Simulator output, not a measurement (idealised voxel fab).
Title: Process Module voxel lift off
The cross-section shown here is cut; it is 155 nm wide and divided into square cells measuring 5 nm on a side.
Notation: cross-section as square-cell grid; stated in bands, top first, going down; one or more cell rows per band.
Top height, bottom height, nm. Materials left to right, width each, nm. Single material + "all across" = fills band edge to edge. "blank" = empty.
Height is counted from the level 0, under which the received wafer is composed throughout of one material. The lowest of the bands is not closed at the bottom but continues downward, in the notation "0 nm and below".
With a width like "30->40", each row of cells in the band differs from the next by the same amount, the top row carrying the first number and the bottom row the second.
For the purposes of this document, the phrase "no modifications" attached to a step denotes that no cell within the cross-section was modified by that step.
The label "Closed empty spaces" introduces a list of the empty spaces, 8 cells or larger, that have no open way up to the top; each entry in it reads width x height at distance, where the distance is taken from the left edge and all three are stated in nm.
Post-settings text on a step line: simulator's own remark regarding the step.
overlay nm: on a step with a mask, how far right of its planned place the mask lay; negative means left.
PROCESS STEPS (PLANNED)
1 RECEIVE | material Si
2 CONFORMAL_DEP | material SiN | thk nm 10
3 PATTERN | tone open | mask id LINES | material resist | width nm 15 | pitch nm 40 | thk nm 25 | overlay nm -15
4 DIRECTIONAL_DEP | material Ru | thk nm 15
5 STRIP | etch materials resist
6 CONFORMAL_DEP | material SiO2 | thk nm 5
The wafers in this document start out alike and differ in the overlay nm applied at step 3; the plan shows the value used for the first wafer.
SECTIONAL VIEW: FIRST OF SEVERAL WAFERS, AS RECEIVED, AFTER STEP 1
	0 nm and below = Si all across
	Closed empty spaces: none
AT THE END OF THE MODULE, AFTER ITS LAST STEP, STEP 6, THE FIRST OF SEVERAL WAFERS APPEARS IN CROSS-SECTION AS FOLLOWS
	30 nm to 25 nm = 10 blank, then 25 SiO2, then 15 blank, then 25 SiO2, then 15 blank, then 25 SiO2, then 40 blank
	25 nm to 15 nm = 10 blank, then 5 SiO2, then 15 Ru, then 5 SiO2, then 15 blank, then 5 SiO2, then 15 Ru, then 5 SiO2, then 15 blank, then 5 SiO2, then 15 Ru, then 5 SiO2, then 40 blank
	15 nm to 10 nm = 15 SiO2, then 15 Ru, then 25 SiO2, then 15 Ru, then 25 SiO2, then 15 Ru, then 45 SiO2
	10 nm to 0 nm = SiN all across
	0 nm and below = Si all across
	Closed empty spaces: none
CROSS-SECTION, MODULE END, FINAL OF SEVERAL WAFERS
	30 nm to 25 nm = 40 blank, then 25 SiO2, then 15 blank, then 25 SiO2, then 15 blank, then 25 SiO2, then 10 blank
	25 nm to 15 nm = 40 blank, then 5 SiO2, then 15 Ru, then 5 SiO2, then 15 blank, then 5 SiO2, then 15 Ru, then 5 SiO2, then 15 blank, then 5 SiO2, then 15 Ru, then 5 SiO2, then 10 blank
	15 nm to 10 nm = 45 SiO2, then 15 Ru, then 25 SiO2, then 15 Ru, then 25 SiO2, then 15 Ru, then 15 SiO2
	10 nm to 0 nm = SiN all across
	0 nm and below = Si all across
	Closed empty spaces: none
WHAT FOLLOWS IS A TABLE IN WHICH EACH WAFER OCCUPIES A ROW; FOR THE WAFER AS IT STANDS AT THE CLOSE OF THE MODULE, THE ROW STATES, MATERIAL BY MATERIAL, HOW MANY CELLS HAVE BEEN GAINED (+) OR LOST (-) SINCE RECEIPT, AND THEN GIVES ITS CLOSED VOIDS
overlay nm -15 | +27 Ru | +62 SiN | +49 SiO2 | Closed empty spaces: none
overlay nm -10 | +27 Ru | +62 SiN | +49 SiO2 | Closed empty spaces: none
overlay nm -5 | +27 Ru | +62 SiN | +49 SiO2 | Closed empty spaces: none
overlay nm 0 | +27 Ru | +62 SiN | +49 SiO2 | Closed empty spaces: none
overlay nm 5 | +27 Ru | +62 SiN | +49 SiO2 | Closed empty spaces: none
overlay nm 10 | +27 Ru | +62 SiN | +49 SiO2 | Closed empty spaces: none
overlay nm 15 | +27 Ru | +62 SiN | +49 SiO2 | Closed empty spaces: none
